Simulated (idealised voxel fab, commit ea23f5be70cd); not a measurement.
Presented below is a process module, voxel tone inversion.
Xsec cut, 210 nm wide, square cell size 5 nm.
Notation: cross-section as square-cell grid; stated in bands, top first, going down; one or more cell rows per band.
Each band's line starts with the height of the band's top and of its bottom, in nm. Then come its materials from left to right, each with its width in nm. One material with "throughout" fills the band from edge to edge. "empty" is empty space.
Height 0 is the level under which the wafer as received is all one material. The lowest band goes on downwards, as in "z 0 and below".
A width given as "30 to 40" starts at the first number in the band's top row and ends at the second number in its bottom row, shifting by an equal amount at every step from row to row.
The cross-section has no changed cell in any step marked "no change".
So "Unvented internal voids" is basically the list of trapped voids: any empty space of 8 cells or more that can't reach the top through an opening. They're written width x height at distance, the distance being from the left edge, and it's all nm.
That trailing text on a step's line, after the settings, is the simulator's own remark on the step.
Regarding "overlay nm": on a step with a mask, it is the distance the mask lay to the right of its planned place; a negative value places it to the left.

PROCESS STEPS FORESEEN IN THE PLAN
1. RECEIVE | material Si
2. CONFORMAL_DEP | material SiN | thk nm 10
3. DIRECTIONAL_DEP | material aC | thk nm 25
4. PATTERN | tone cover | mask id POSTS | material resist | width nm 15 | pitch nm 45 | thk nm 30 | overlay nm 0
5. DIRECTIONAL_ETCH | etch materials aC | depth nm 25
6. STRIP | etch materials resist
7. FILL_DEP | material lowk | thk nm 5
8. CMP | height nm 35
9. STRIP | etch materials aC

CROSS-SECTION OF THE WAFER AT RECEIPT, WHICH IS THE CONDITION AFTER STEP 1
    z 0 and below = Si throughout
    Unvented internal voids: none

FIRST WAFER AT THE END, AS PLANNED
    z 35 to 10 = lowk: 75, then empty: 15, then lowk: 30, then empty: 15, then lowk: 75
    z 10 to 0 = SiN throughout
    z 0 and below = Si throughout
    Unvented internal voids: none

CROSS-SECTIONAL VIEW: SECOND OF TWO WAFERS, END OF MODULE; START AND PLAN IDENTICAL TO THE FIRST, ONE MISTAKE IN RUNNING
    z 35 to 10 = empty: 75, then lowk: 15, then empty: 30, then lowk: 15, then empty: 75
    z 10 to 0 = SiN throughout
    z 0 and below = Si throughout
    Unvented internal voids: none
Error vs. plan: rather than as planned, step 4 actually ran as PATTERN | tone open | mask id POSTS | material resist | width nm 15 | pitch nm 45 | thk nm 30 | overlay nm 0
Materials where the second wafer ends with more or fewer cells than the first: -150 lowk
